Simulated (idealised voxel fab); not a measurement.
The document below concerns the process module designated voxel gate over fins.
The figure presents cross-section cut, which has a width of 165 nm and is divided into square cells with an edge length of 5 nm.
Cross-section = grid of square cells, listed top down in bands; band = one or more rows. Band: top and bottom heights (nm) first, top before bottom; then materials from left to right, widths in nm. "full width" marks a sole material filling the band edge to edge. "air" denotes empty space. A quick word on heights: they are counted from 0, and under that level the wafer as it came to us is one material throughout. The lowest band is different from the rest in having no bottom; it simply continues downward, written as in "z 0 and below". The two numbers in a width such as "30 to 40" mark its ends across the band: the first belongs to the top row of cells, the second to the bottom row, and from each row to the next the width moves by the same amount. Where a step carries "changes: none", the cross-section came out of it unchanged, cell for cell. Closed-off voids of 8+ cells (no open route to the top) go in "Closed-off voids", written width x height at distance from the left edge, in nm. What comes after the settings on a step's line is commentary from the simulator itself on that step. The setting "overlay nm" may be written on the line of a step. When the step uses a mask, the value reports how far to the right of the planned place the mask lay, and a negative value reports that it lay to the left. Pairs from here to the end. Each: cross-section before one process step, cross-section after it, the latter only as far down as the lowest band that changed. Under each: the step between, and its settings. Mind that the pairs may be taken from different runs of this module on the same starting wafer; whether a pair continues from the pair above depends on its entry headed "Before step", and it does only where that entry says so.
# Before step
* z 0 and below | Si full width
* Closed-off voids: none
# Post-Step Appearance
* z 10 to 0 | SiN full width
* Below 0 it's all the same as before, nothing changed down there.
* Closed-off voids: none
To go from the before cross-section above to the after cross-section, apply CONFORMAL_DEP | material SiN | thk nm 10
Before step: see preceding pair, after cross-section.
# Post-Step Appearance
* z 30 to 10 | air=45, resist=15, air=45, resist=15, air=45
* Below 10 it's all the same as before, nothing changed down there.
* Closed-off voids: none
To go from the before cross-section above to the after cross-section, apply PATTERN | tone cover | mask id FINS | material resist | width nm 15 | pitch nm 60 | thk nm 20 | overlay nm 0
Before step: see preceding pair, after cross-section.
# Post-Step Appearance
* z 30 to 10 | air=45, resist=15, air=45, resist=15, air=45
* z 10 to 0 | air=45, SiN=15, air=45, SiN=15, air=45
* Below 0 it's all the same as before, nothing changed down there.
* Closed-off voids: none
To go from the before cross-section above to the after cross-section, apply DIRECTIONAL_ETCH | etch materials SiN | depth nm 10
Before step: see preceding pair, after cross-section.
# Post-Step Appearance
* z 30 to 10 | air=45, resist=15, air=45, resist=15, air=45
* z 10 to 0 | air=45, SiN=15, air=45, SiN=15, air=45
* z 0 to -30 | air=45, Si=15, air=45, Si=15, air=45
* Below -30 it's all the same as before, nothing changed down there.
* Closed-off voids: none
To go from the before cross-section above to the after cross-section, apply DIRECTIONAL_ETCH | etch materials Si | depth nm 30
Before step: see preceding pair, after cross-section.
# Post-Step Appearance
* z 10 to 0 | air=45, SiN=15, air=45, SiN=15, air=45
* Below 0 it's all the same as before, nothing changed down there.
* Closed-off voids: none
To go from the before cross-section above to the after cross-section, apply STRIP | etch materials resist
Before step: see preceding pair, after cross-section.
# Post-Step Appearance
* z 20 to 10 | SiO2 full width
* z 10 to 0 | SiO2=45, SiN=15, SiO2=45, SiN=15, SiO2=45
* z 0 to -30 | SiO2=45, Si=15, SiO2=45, Si=15, SiO2=45
* Below -30 it's all the same as before, nothing changed down there.
* Closed-off voids: none
To go from the before cross-section above to the after cross-section, apply FILL_DEP | material SiO2 | thk nm 10
Before step: see preceding pair, after cross-section.
# Post-Step Appearance
* z 10 to 0 | SiO2=45, SiN=15, SiO2=45, SiN=15, SiO2=45
* Below 0 it's all the same as before, nothing changed down there.
* Closed-off voids: none
To go from the before cross-section above to the after cross-section, apply CMP | height nm 10
Before step: see preceding pair, after cross-section.
# Post-Step Appearance
* z 25 to 10 | aC full width
* Below 10 it's all the same as before, nothing changed down there.
* Closed-off voids: none
To go from the before cross-section above to the after cross-section, apply DIRECTIONAL_DEP | material aC | thk nm 15
Before step: see preceding pair, after cross-section.
# Post-Step Appearance
* z 55 to 25 | resist=75, air=15, resist=75
* Below 25 it's all the same as before, nothing changed down there.
* Closed-off voids: none
To go from the before cross-section above to the after cross-section, apply PATTERN | tone open | mask id RAIL | material resist | width nm 15 | thk nm 30 | overlay nm 0
Before step: see preceding pair, after cross-section.
# Post-Step Appearance
* z 40 to 25 | resist=75, air=15, resist=75
* z 25 to 10 | aC=75, air=15, aC=75
* Below 10 it's all the same as before, nothing changed down there.
* Closed-off voids: none
To go from the before cross-section above to the after cross-section, apply DIRECTIONAL_ETCH | etch materials aC | depth nm 15
Before step: see preceding pair, after cross-section.
# Post-Step Appearance
* z 25 to 10 | aC=75, air=15, aC=75
* Below 10 it's all the same as before, nothing changed down there.
* Closed-off voids: none
To go from the before cross-section above to the after cross-section, apply STRIP | etch materials resist
Before step: see preceding pair, after cross-section.
# Post-Step Appearance
* z 25 to 10 | aC=75, air=15, aC=75
* z 10 to 0 | SiO2=45, SiN=15, SiO2=15, air=15, SiO2=15, SiN=15, SiO2=45
* z 0 to -25 | SiO2=45, Si=15, SiO2=15, air=15, SiO2=15, Si=15, SiO2=45
* Below -25 it's all the same as before, nothing changed down there.
* Closed-off voids: none
To go from the before cross-section above to the after cross-section, apply DIRECTIONAL_ETCH | etch materials SiO2 | depth nm 35
Before step: see preceding pair, after cross-section.
# Post-Step Appearance
* z 10 to 0 | SiO2=45, SiN=15, SiO2=15, air=15, SiO2=15, SiN=15, SiO2=45
* Below 0 it's all the same as before, nothing changed down there.
* Closed-off voids: none
To go from the before cross-section above to the after cross-section, apply STRIP | etch materials aC
Before step: see preceding pair, after cross-section.
# Post-Step Appearance
* z 15 to 10 | TiN=80, air=5, TiN=80
* z 10 to 0 | SiO2=45, SiN=15, SiO2=15, TiN=5, air=5, TiN=5, SiO2=15, SiN=15, SiO2=45
* z 0 to -20 | SiO2=45, Si=15, SiO2=15, TiN=5, air=5, TiN=5, SiO2=15, Si=15, SiO2=45
* z -20 to -25 | SiO2=45, Si=15, SiO2=15, TiN=15, SiO2=15, Si=15, SiO2=45
* Below -25 it's all the same as before, nothing changed down there.
* Closed-off voids: none
To go from the before cross-section above to the after cross-section, apply CONFORMAL_DEP | material TiN | thk nm 5
Before step: see preceding pair, after cross-section.
# Post-Step Appearance
* z 25 to 15 | Ru full width
* z 15 to 10 | TiN=80, Ru=5, TiN=80
* z 10 to 0 | SiO2=45, SiN=15, SiO2=15, TiN=5, Ru=5, TiN=5, SiO2=15, SiN=15, SiO2=45
* z 0 to -20 | SiO2=45, Si=15, SiO2=15, TiN=5, Ru=5, TiN=5, SiO2=15, Si=15, SiO2=45
* Below -20 it's all the same as before, nothing changed down there.
* Closed-off voids: none
To go from the before cross-section above to the after cross-section, apply FILL_DEP | material Ru | thk nm 10
Before step: see preceding pair, after cross-section.
# Post-Step Appearance
* z 10 to 0 | SiO2=45, SiN=15, SiO2=15, TiN=5, Ru=5, TiN=5, SiO2=15, SiN=15, SiO2=45
* Below 0 it's all the same as before, nothing changed down there.
* Closed-off voids: none
To go from the before cross-section above to the after cross-section, apply CMP | height nm 10
Before step: see preceding pair, after cross-section.
# Post-Step Appearance
* z 10 to 0 | SiO2=45, SiN=15, SiO2=15, air=15, SiO2=15, SiN=15, SiO2=45
* z 0 to -20 | SiO2=45, Si=15, SiO2=15, air=15, SiO2=15, Si=15, SiO2=45
* Below -20 it's all the same as before, nothing changed down there.
* Closed-off voids: none
To go from the before cross-section above to the after cross-section, apply SELECTIVE_ETCH | etch materials W Ru TiN | depth nm 30
Before step: see preceding pair, after cross-section.
# Post-Step Appearance
* z 15 to 10 | SiO2 full width
* z 10 to 0 | SiO2=45, SiN=15, SiO2=45, SiN=15, SiO2=45
* z 0 to -20 | SiO2=45, Si=15, SiO2=45, Si=15, SiO2=45
* Below -20 it's all the same as before, nothing changed down there.
* Closed-off voids: none
To go from the before cross-section above to the after cross-section, apply FILL_DEP | material SiO2 | thk nm 5
Before step: see preceding pair, after cross-section.
# Post-Step Appearance
* z 10 to 0 | SiO2=45, SiN=15, SiO2=45, SiN=15, SiO2=45
* Below 0 it's all the same as before, nothing changed down there.
* Closed-off voids: none
To go from the before cross-section above to the after cross-section, apply CMP | height nm 10
Before step: see preceding pair, after cross-section.
# Post-Step Appearance
* z 10 to 0 | air=45, SiN=15, air=45, SiN=15, air=45
* z 0 to -10 | air=45, Si=15, air=45, Si=15, air=45
* Below -10 it's all the same as before, nothing changed down there.
* Closed-off voids: none
To go from the before cross-section above to the after cross-section, apply SELECTIVE_ETCH | etch materials SiO2 | depth nm 20
Before step: see preceding pair, after cross-section.
# Post-Step Appearance
* z 0 to -10 | air=45, Si=15, air=45, Si=15, air=45
* Below -10 it's all the same as before, nothing changed down there.
* Closed-off voids: none
To go from the before cross-section above to the after cross-section, apply STRIP | etch materials SiN
Before step: see preceding pair, after cross-section.
# Post-Step Appearance
* z 5 to 0 | air=40, HfO2=25, air=35, HfO2=25, air=40
* z 0 to -5 | air=40, HfO2=5, Si=15, HfO2=5, air=35, HfO2=5, Si=15, HfO2=5, air=40
* z -5 to -10 | HfO2=45, Si=15, HfO2=45, Si=15, HfO2=45
* Below -10 it's all the same as before, nothing changed down there.
* Closed-off voids: none
To go from the before cross-section above to the after cross-section, apply CONFORMAL_DEP | material HfO2 | thk nm 5
Before step: see preceding pair, after cross-section.
# Post-Step Appearance
* z 10 to 5 | air=35, TiN=35, air=25, TiN=35, air=35
* z 5 to 0 | air=35, TiN=5, HfO2=25, TiN=5, air=25, TiN=5, HfO2=25, TiN=5, air=35
* z 0 to -5 | TiN=40, HfO2=5, Si=15, HfO2=5, TiN=35, HfO2=5, Si=15, HfO2=5, TiN=40
* Below -5 it's all the same as before, nothing changed down there.
* Closed-off voids: none
To go from the before cross-section above to the after cross-section, apply CONFORMAL_DEP | material TiN | thk nm 5
Before step: see preceding pair, after cross-section.
# Post-Step Appearance
* z 20 to 10 | W full width
* z 10 to 5 | W=35, TiN=35, W=25, TiN=35, W=35
* z 5 to 0 | W=35, TiN=5, HfO2=25, TiN=5, W=25, TiN=5, HfO2=25, TiN=5, W=35
* Below 0 it's all the same as before, nothing changed down there.
* Closed-off voids: none
To go from the before cross-section above to the after cross-section, apply FILL_DEP | material W | thk nm 10
Before step: see preceding pair, after cross-section.
# Post-Step Appearance
* z 15 to 10 | W full width
* Below 10 it's all the same as before, nothing changed down there.
* Closed-off voids: none
To go from the before cross-section above to the after cross-section, apply CMP | height nm 15
Before step: see preceding pair, after cross-section.
# Post-Step Appearance
* z 20 to 15 | SiCN full width
* Below 15 it's all the same as before, nothing changed down there.
* Closed-off voids: none
To go from the before cross-section above to the after cross-section, apply CONFORMAL_DEP | material SiCN | thk nm 5
# Before step
* z 25 to 15 | Ru full width
* z 15 to 10 | TiN=80, Ru=5, TiN=80
* z 10 to 0 | SiO2=45, SiN=15, SiO2=15, TiN=5, Ru=5, TiN=5, SiO2=15, SiN=15, SiO2=45
* z 0 to -20 | SiO2=45, Si=15, SiO2=15, TiN=5, Ru=5, TiN=5, SiO2=15, Si=15, SiO2=45
* z -20 to -25 | SiO2=45, Si=15, SiO2=15, TiN=15, SiO2=15, Si=15, SiO2=45
* z -25 to -30 | SiO2=45, Si=15, SiO2=45, Si=15, SiO2=45
* z -30 and below | Si full width
* Closed-off voids: none
# Post-Step Appearance
* z 10 to 0 | SiO2=45, SiN=15, SiO2=15, air=15, SiO2=15, SiN=15, SiO2=45
* z 0 to -5 | SiO2=45, Si=15, SiO2=15, air=15, SiO2=15, Si=15, SiO2=45
* Below -5 it's all the same as before, nothing changed down there.
* Closed-off voids: none
To go from the before cross-section above to the after cross-section, apply SELECTIVE_ETCH | etch materials W Ru TiN | depth nm 30
Before step: see preceding pair, after cross-section.
# Post-Step Appearance
* z 15 to 10 | SiO2 full width
* z 10 to 0 | SiO2=45, SiN=15, SiO2=45, SiN=15, SiO2=45
* z 0 to -5 | SiO2=45, Si=15, SiO2=45, Si=15, SiO2=45
* Below -5 it's all the same as before, nothing changed down there.
* Closed-off voids: none
To go from the before cross-section above to the after cross-section, apply FILL_DEP | material SiO2 | thk nm 5
Before step: see preceding pair, after cross-section.
# Post-Step Appearance
* z 10 to 0 | SiO2=45, SiN=15, SiO2=45, SiN=15, SiO2=45
* Below 0 it's all the same as before, nothing changed down there.
* Closed-off voids: none
To go from the before cross-section above to the after cross-section, apply CMP | height nm 10
Before step: see preceding pair, after cross-section.
# Post-Step Appearance
* z 10 to 0 | air=45, SiN=15, air=45, SiN=15, air=45
* z 0 to -5 | air=45, Si=15, air=45, Si=15, air=45
* z -5 to -10 | air=45, Si=15, air=15, TiN=5, Ru=5, TiN=5, air=15, Si=15, air=45
* Below -10 it's all the same as before, nothing changed down there.
* Closed-off voids: none
To go from the before cross-section above to the after cross-section, apply SELECTIVE_ETCH | etch materials SiO2 | depth nm 20
Before step: see preceding pair, after cross-section.
# Post-Step Appearance
* z 0 to -5 | air=45, Si=15, air=45, Si=15, air=45
* Below -5 it's all the same as before, nothing changed down there.
* Closed-off voids: none
To go from the before cross-section above to the after cross-section, apply STRIP | etch materials SiN
Before step: see preceding pair, after cross-section.
# Post-Step Appearance
* z 5 to 0 | air=40, HfO2=25, air=35, HfO2=25, air=40
* z 0 to -5 | air=40, HfO2=5, Si=15, HfO2=5, air=5, HfO2=25, air=5, HfO2=5, Si=15, HfO2=5, air=40
* z -5 to -10 | HfO2=45, Si=15, HfO2=15, TiN=5, Ru=5, TiN=5, HfO2=15, Si=15, HfO2=45
* Below -10 it's all the same as before, nothing changed down there.
* Closed-off voids: none
To go from the before cross-section above to the after cross-section, apply CONFORMAL_DEP | material HfO2 | thk nm 5
Before step: see preceding pair, after cross-section.
# Post-Step Appearance
* z 10 to 5 | air=35, TiN=35, air=25, TiN=35, air=35
* z 5 to 0 | air=35, TiN=5, HfO2=25, TiN=35, HfO2=25, TiN=5, air=35
* z 0 to -5 | TiN=40, HfO2=5, Si=15, HfO2=5, TiN=5, HfO2=25, TiN=5, HfO2=5, Si=15, HfO2=5, TiN=40
* Below -5 it's all the same as before, nothing changed down there.
* Closed-off voids: none
To go from the before cross-section above to the after cross-section, apply CONFORMAL_DEP | material TiN | thk nm 5
Before step: see preceding pair, after cross-section.
# Post-Step Appearance
* z 20 to 10 | W full width
* z 10 to 5 | W=35, TiN=35, W=25, TiN=35, W=35
* z 5 to 0 | W=35, TiN=5, HfO2=25, TiN=35, HfO2=25, TiN=5, W=35
* Below 0 it's all the same as before, nothing changed down there.
* Closed-off voids: none
To go from the before cross-section above to the after cross-section, apply FILL_DEP | material W | thk nm 10
Before step: see preceding pair, after cross-section.
# Post-Step Appearance
* z 15 to 10 | W full width
* Below 10 it's all the same as before, nothing changed down there.
* Closed-off voids: none
To go from the before cross-section above to the after cross-section, apply CMP | height nm 15
Before step: see preceding pair, after cross-section.
# Post-Step Appearance
* z 20 to 15 | SiCN full width
* Below 15 it's all the same as before, nothing changed down there.
* Closed-off voids: none
To go from the before cross-section above to the after cross-section, apply CONFORMAL_DEP | material SiCN | thk nm 5
# Before step
* z 30 to 10 | air=45, resist=15, air=45, resist=15, air=45
* z 10 to 0 | air=45, SiN=15, air=45, SiN=15, air=45
* z 0 to -30 | air=45, Si=15, air=45, Si=15, air=45
* z -30 and below | Si full width
* Closed-off voids: none
# Post-Step Appearance
* z 30 to 10 | air=45, resist=15, air=45, resist=15, air=45
* z 10 to 0 | air=45, SiN=15, air=45, SiN=15, air=45
* z 0 to -60 | air=45, Si=15, air=45, Si=15, air=45
* Below -60 it's all the same as before, nothing changed down there.
* Closed-off voids: none
To go from the before cross-section above to the after cross-section, apply DIRECTIONAL_ETCH | etch materials Si | depth nm 30
Before step: see preceding pair, after cross-section.
# Post-Step Appearance
* z 10 to 0 | air=45, SiN=15, air=45, SiN=15, air=45
* Below 0 it's all the same as before, nothing changed down there.
* Closed-off voids: none
To go from the before cross-section above to the after cross-section, apply STRIP | etch materials resist
Before step: see preceding pair, after cross-section.
# Post-Step Appearance
* z 20 to 10 | SiO2 full width
* z 10 to 0 | SiO2=45, SiN=15, SiO2=45, SiN=15, SiO2=45
* z 0 to -60 | SiO2=45, Si=15, SiO2=45, Si=15, SiO2=45
* Below -60 it's all the same as before, nothing changed down there.
* Closed-off voids: none
To go from the before cross-section above to the after cross-section, apply FILL_DEP | material SiO2 | thk nm 10
Before step: see preceding pair, after cross-section.
# Post-Step Appearance
* z 10 to 0 | SiO2=45, SiN=15, SiO2=45, SiN=15, SiO2=45
* Below 0 it's all the same as before, nothing changed down there.
* Closed-off voids: none
To go from the before cross-section above to the after cross-section, apply CMP | height nm 10
Before step: see preceding pair, after cross-section.
# Post-Step Appearance
* z 25 to 10 | aC full width
* Below 10 it's all the same as before, nothing changed down there.
* Closed-off voids: none
To go from the before cross-section above to the after cross-section, apply DIRECTIONAL_DEP | material aC | thk nm 15
Before step: see preceding pair, after cross-section.
# Post-Step Appearance
* z 55 to 25 | resist=75, air=15, resist=75
* Below 25 it's all the same as before, nothing changed down there.
* Closed-off voids: none
To go from the before cross-section above to the after cross-section, apply PATTERN | tone open | mask id RAIL | material resist | width nm 15 | thk nm 30 | overlay nm 0
Before step: see preceding pair, after cross-section.
# Post-Step Appearance
* z 40 to 25 | resist=75, air=15, resist=75
* z 25 to 10 | aC=75, air=15, aC=75
* Below 10 it's all the same as before, nothing changed down there.
* Closed-off voids: none
To go from the before cross-section above to the after cross-section, apply DIRECTIONAL_ETCH | etch materials aC | depth nm 15
Before step: see preceding pair, after cross-section.
# Post-Step Appearance
* z 25 to 10 | aC=75, air=15, aC=75
* Below 10 it's all the same as before, nothing changed down there.
* Closed-off voids: none
To go from the before cross-section above to the after cross-section, apply STRIP | etch materials resist
Before step: see preceding pair, after cross-section.
# Post-Step Appearance
* z 25 to 10 | aC=75, air=15, aC=75
* z 10 to 0 | SiO2=45, SiN=15, SiO2=15, air=15, SiO2=15, SiN=15, SiO2=45
* z 0 to -25 | SiO2=45, Si=15, SiO2=15, air=15, SiO2=15, Si=15, SiO2=45
* Below -25 it's all the same as before, nothing changed down there.
* Closed-off voids: none
To go from the before cross-section above to the after cross-section, apply DIRECTIONAL_ETCH | etch materials SiO2 | depth nm 35
Before step: see preceding pair, after cross-section.
# Post-Step Appearance
* z 10 to 0 | SiO2=45, SiN=15, SiO2=15, air=15, SiO2=15, SiN=15, SiO2=45
* Below 0 it's all the same as before, nothing changed down there.
* Closed-off voids: none
To go from the before cross-section above to the after cross-section, apply STRIP | etch materials aC
Before step: see preceding pair, after cross-section.
# Post-Step Appearance
* z 15 to 10 | TiN=80, air=5, TiN=80
* z 10 to 0 | SiO2=45, SiN=15, SiO2=15, TiN=5, air=5, TiN=5, SiO2=15, SiN=15, SiO2=45
* z 0 to -20 | SiO2=45, Si=15, SiO2=15, TiN=5, air=5, TiN=5, SiO2=15, Si=15, SiO2=45
* z -20 to -25 | SiO2=45, Si=15, SiO2=15, TiN=15, SiO2=15, Si=15, SiO2=45
* Below -25 it's all the same as before, nothing changed down there.
* Closed-off voids: none
To go from the before cross-section above to the after cross-section, apply CONFORMAL_DEP | material TiN | thk nm 5
Before step: see preceding pair, after cross-section.
# Post-Step Appearance
* z 25 to 15 | Ru full width
* z 15 to 10 | TiN=80, Ru=5, TiN=80
* z 10 to 0 | SiO2=45, SiN=15, SiO2=15, TiN=5, Ru=5, TiN=5, SiO2=15, SiN=15, SiO2=45
* z 0 to -20 | SiO2=45, Si=15, SiO2=15, TiN=5, Ru=5, TiN=5, SiO2=15, Si=15, SiO2=45
* Below -20 it's all the same as before, nothing changed down there.
* Closed-off voids: none
To go from the before cross-section above to the after cross-section, apply FILL_DEP | material Ru | thk nm 10
Before step: see preceding pair, after cross-section.
# Post-Step Appearance
* z 10 to 0 | SiO2=45, SiN=15, SiO2=15, TiN=5, Ru=5, TiN=5, SiO2=15, SiN=15, SiO2=45
* Below 0 it's all the same as before, nothing changed down there.
* Closed-off voids: none
To go from the before cross-section above to the after cross-section, apply CMP | height nm 10
Before step: see preceding pair, after cross-section.
# Post-Step Appearance
* z 10 to 0 | SiO2=45, SiN=15, SiO2=15, air=15, SiO2=15, SiN=15, SiO2=45
* z 0 to -20 | SiO2=45, Si=15, SiO2=15, air=15, SiO2=15, Si=15, SiO2=45
* Below -20 it's all the same as before, nothing changed down there.
* Closed-off voids: none
To go from the before cross-section above to the after cross-section, apply SELECTIVE_ETCH | etch materials W Ru TiN | depth nm 30
Before step: see preceding pair, after cross-section.
# Post-Step Appearance
* z 15 to 10 | SiO2 full width
* z 10 to 0 | SiO2=45, SiN=15, SiO2=45, SiN=15, SiO2=45
* z 0 to -20 | SiO2=45, Si=15, SiO2=45, Si=15, SiO2=45
* Below -20 it's all the same as before, nothing changed down there.
* Closed-off voids: none
To go from the before cross-section above to the after cross-section, apply FILL_DEP | material SiO2 | thk nm 5
Before step: see preceding pair, after cross-section.
# Post-Step Appearance
* z 10 to 0 | SiO2=45, SiN=15, SiO2=45, SiN=15, SiO2=45
* Below 0 it's all the same as before, nothing changed down there.
* Closed-off voids: none
To go from the before cross-section above to the after cross-section, apply CMP | height nm 10
Before step: see preceding pair, after cross-section.
# Post-Step Appearance
* z 10 to 0 | air=45, SiN=15, air=45, SiN=15, air=45
* z 0 to -10 | air=45, Si=15, air=45, Si=15, air=45
* Below -10 it's all the same as before, nothing changed down there.
* Closed-off voids: none
To go from the before cross-section above to the after cross-section, apply SELECTIVE_ETCH | etch materials SiO2 | depth nm 20
Before step: see preceding pair, after cross-section.
# Post-Step Appearance
* z 0 to -10 | air=45, Si=15, air=45, Si=15, air=45
* Below -10 it's all the same as before, nothing changed down there.
* Closed-off voids: none
To go from the before cross-section above to the after cross-section, apply STRIP | etch materials SiN
Before step: see preceding pair, after cross-section.
# Post-Step Appearance
* z 5 to 0 | air=40, HfO2=25, air=35, HfO2=25, air=40
* z 0 to -5 | air=40, HfO2=5, Si=15, HfO2=5, air=35, HfO2=5, Si=15, HfO2=5, air=40
* z -5 to -10 | HfO2=45, Si=15, HfO2=45, Si=15, HfO2=45
* Below -10 it's all the same as before, nothing changed down there.
* Closed-off voids: none
To go from the before cross-section above to the after cross-section, apply CONFORMAL_DEP | material HfO2 | thk nm 5
Before step: see preceding pair, after cross-section.
# Post-Step Appearance
* z 10 to 5 | air=35, TiN=35, air=25, TiN=35, air=35
* z 5 to 0 | air=35, TiN=5, HfO2=25, TiN=5, air=25, TiN=5, HfO2=25, TiN=5, air=35
* z 0 to -5 | TiN=40, HfO2=5, Si=15, HfO2=5, TiN=35, HfO2=5, Si=15, HfO2=5, TiN=40
* Below -5 it's all the same as before, nothing changed down there.
* Closed-off voids: none
To go from the before cross-section above to the after cross-section, apply CONFORMAL_DEP | material TiN | thk nm 5
Before step: see preceding pair, after cross-section.
# Post-Step Appearance
* z 20 to 10 | W full width
* z 10 to 5 | W=35, TiN=35, W=25, TiN=35, W=35
* z 5 to 0 | W=35, TiN=5, HfO2=25, TiN=5, W=25, TiN=5, HfO2=25, TiN=5, W=35
* Below 0 it's all the same as before, nothing changed down there.
* Closed-off voids: none
To go from the before cross-section above to the after cross-section, apply FILL_DEP | material W | thk nm 10
Before step: see preceding pair, after cross-section.
# Post-Step Appearance
* z 15 to 10 | W full width
* Below 10 it's all the same as before, nothing changed down there.
* Closed-off voids: none
To go from the before cross-section above to the after cross-section, apply CMP | height nm 15
Before step: see preceding pair, after cross-section.
# Post-Step Appearance
* z 20 to 15 | SiCN full width
* Below 15 it's all the same as before, nothing changed down there.
* Closed-off voids: none
To go from the before cross-section above to the after cross-section, apply CONFORMAL_DEP | material SiCN | thk nm 5
# Before step
* z 0 to -10 | air=45, Si=15, air=45, Si=15, air=45
* z -10 to -20 | SiO2=45, Si=15, SiO2=45, Si=15, SiO2=45
* z -20 to -25 | SiO2=45, Si=15, SiO2=15, TiN=15, SiO2=15, Si=15, SiO2=45
* z -25 to -30 | SiO2=45, Si=15, SiO2=45, Si=15, SiO2=45
* z -30 and below | Si full width
* Closed-off voids: none
# Post-Step Appearance
* z 5 to 0 | air=40, TiN=25, air=35, TiN=25, air=40
* z 0 to -5 | air=40, TiN=5, Si=15, TiN=5, air=35, TiN=5, Si=15, TiN=5, air=40
* z -5 to -10 | TiN=45, Si=15, TiN=45, Si=15, TiN=45
* Below -10 it's all the same as before, nothing changed down there.
* Closed-off voids: none
To go from the before cross-section above to the after cross-section, apply CONFORMAL_DEP | material TiN | thk nm 5
Before step: see preceding pair, after cross-section.
# Post-Step Appearance
* z 10 to 5 | air=35, HfO2=35, air=25, HfO2=35, air=35
* z 5 to 0 | air=35, HfO2=5, TiN=25, HfO2=5, air=25, HfO2=5, TiN=25, HfO2=5, air=35
* z 0 to -5 | HfO2=40, TiN=5, Si=15, TiN=5, HfO2=35, TiN=5, Si=15, TiN=5, HfO2=40
* Below -5 it's all the same as before, nothing changed down there.
* Closed-off voids: none
To go from the before cross-section above to the after cross-section, apply CONFORMAL_DEP | material HfO2 | thk nm 5
Before step: see preceding pair, after cross-section.
# Post-Step Appearance
* z 20 to 10 | W full width
* z 10 to 5 | W=35, HfO2=35, W=25, HfO2=35, W=35
* z 5 to 0 | W=35, HfO2=5, TiN=25, HfO2=5, W=25, HfO2=5, TiN=25, HfO2=5, W=35
* Below 0 it's all the same as before, nothing changed down there.
* Closed-off voids: none
To go from the before cross-section above to the after cross-section, apply FILL_DEP | material W | thk nm 10
Before step: see preceding pair, after cross-section.
# Post-Step Appearance
* z 15 to 10 | W full width
* Below 10 it's all the same as before, nothing changed down there.
* Closed-off voids: none
To go from the before cross-section above to the after cross-section, apply CMP | height nm 15
Before step: see preceding pair, after cross-section.
# Post-Step Appearance
* z 20 to 15 | SiCN full width
* Below 15 it's all the same as before, nothing changed down there.
* Closed-off voids: none
To go from the before cross-section above to the after cross-section, apply CONFORMAL_DEP | material SiCN | thk nm 5
# Before step
* z 5 to 0 | air=40, HfO2=25, air=35, HfO2=25, air=40
* z 0 to -5 | air=40, HfO2=5, Si=15, HfO2=5, air=35, HfO2=5, Si=15, HfO2=5, air=40
* z -5 to -10 | HfO2=45, Si=15, HfO2=45, Si=15, HfO2=45
* z -10 to -20 | SiO2=45, Si=15, SiO2=45, Si=15, SiO2=45
* z -20 to -25 | SiO2=45, Si=15, SiO2=15, TiN=15, SiO2=15, Si=15, SiO2=45
* z -25 to -30 | SiO2=45, Si=15, SiO2=45, Si=15, SiO2=45
* z -30 and below | Si full width
* Closed-off voids: none
# Post-Step Appearance
* z 20 to 10 | air=25, TiN=55, air=5, TiN=55, air=25
* z 10 to 5 | TiN full width
* z 5 to 0 | TiN=40, HfO2=25, TiN=35, HfO2=25, TiN=40
* z 0 to -5 | TiN=40, HfO2=5, Si=15, HfO2=5, TiN=35, HfO2=5, Si=15, HfO2=5, TiN=40
* Below -5 it's all the same as before, nothing changed down there.
* Closed-off voids: none
To go from the before cross-section above to the after cross-section, apply CONFORMAL_DEP | material TiN | thk nm 15
Before step: see preceding pair, after cross-section.
# Post-Step Appearance
* z 30 to 20 | W full width
* z 20 to 10 | W=25, TiN=55, W=5, TiN=55, W=25
* Below 10 it's all the same as before, nothing changed down there.
* Closed-off voids: none
To go from the before cross-section above to the after cross-section, apply FILL_DEP | material W | thk nm 10
Before step: see preceding pair, after cross-section.
# Post-Step Appearance
* z 15 to 10 | W=25, TiN=55, W=5, TiN=55, W=25
* Below 10 it's all the same as before, nothing changed down there.
* Closed-off voids: none
To go from the before cross-section above to the after cross-section, apply CMP | height nm 15
Before step: see preceding pair, after cross-section.
# Post-Step Appearance
* z 20 to 15 | SiCN full width
* Below 15 it's all the same as before, nothing changed down there.
* Closed-off voids: none
To go from the before cross-section above to the after cross-section, apply CONFORMAL_DEP | material SiCN | thk nm 5
# Before step
* z 10 to 0 | SiN full width
* z 0 and below | Si full width
* Closed-off voids: none
# Post-Step Appearance
* z 30 to 10 | air=40, resist=25, air=35, resist=25, air=40
* Below 10 it's all the same as before, nothing changed down there.
* Closed-off voids: none
To go from the before cross-section above to the after cross-section, apply PATTERN | tone cover | mask id FINS | material resist | width nm 25 | pitch nm 60 | thk nm 20 | overlay nm 0
Before step: see preceding pair, after cross-section.
# Post-Step Appearance
* z 30 to 10 | air=40, resist=25, air=35, resist=25, air=40
* z 10 to 0 | air=40, SiN=25, air=35, SiN=25, air=40
* Below 0 it's all the same as before, nothing changed down there.
* Closed-off voids: none
To go from the before cross-section above to the after cross-section, apply DIRECTIONAL_ETCH | etch materials SiN | depth nm 10
Before step: see preceding pair, after cross-section.
# Post-Step Appearance
* z 30 to 10 | air=40, resist=25, air=35, resist=25, air=40
* z 10 to 0 | air=40, SiN=25, air=35, SiN=25, air=40
* z 0 to -30 | air=40, Si=25, air=35, Si=25, air=40
* Below -30 it's all the same as before, nothing changed down there.
* Closed-off voids: none
To go from the before cross-section above to the after cross-section, apply DIRECTIONAL_ETCH | etch materials Si | depth nm 30
Before step: see preceding pair, after cross-section.
# Post-Step Appearance
* z 10 to 0 | air=40, SiN=25, air=35, SiN=25, air=40
* Below 0 it's all the same as before, nothing changed down there.
* Closed-off voids: none
To go from the before cross-section above to the after cross-section, apply STRIP | etch materials resist
Before step: see preceding pair, after cross-section.
# Post-Step Appearance
* z 20 to 10 | SiO2 full width
* z 10 to 0 | SiO2=40, SiN=25, SiO2=35, SiN=25, SiO2=40
* z 0 to -30 | SiO2=40, Si=25, SiO2=35, Si=25, SiO2=40
* Below -30 it's all the same as before, nothing changed down there.
* Closed-off voids: none
To go from the before cross-section above to the after cross-section, apply FILL_DEP | material SiO2 | thk nm 10
Before step: see preceding pair, after cross-section.
# Post-Step Appearance
* z 10 to 0 | SiO2=40, SiN=25, SiO2=35, SiN=25, SiO2=40
* Below 0 it's all the same as before, nothing changed down there.
* Closed-off voids: none
To go from the before cross-section above to the after cross-section, apply CMP | height nm 10
Before step: see preceding pair, after cross-section.
# Post-Step Appearance
* z 25 to 10 | aC full width
* Below 10 it's all the same as before, nothing changed down there.
* Closed-off voids: none
To go from the before cross-section above to the after cross-section, apply DIRECTIONAL_DEP | material aC | thk nm 15
Before step: see preceding pair, after cross-section.
# Post-Step Appearance
* z 55 to 25 | resist=75, air=15, resist=75
* Below 25 it's all the same as before, nothing changed down there.
* Closed-off voids: none
To go from the before cross-section above to the after cross-section, apply PATTERN | tone open | mask id RAIL | material resist | width nm 15 | thk nm 30 | overlay nm 0
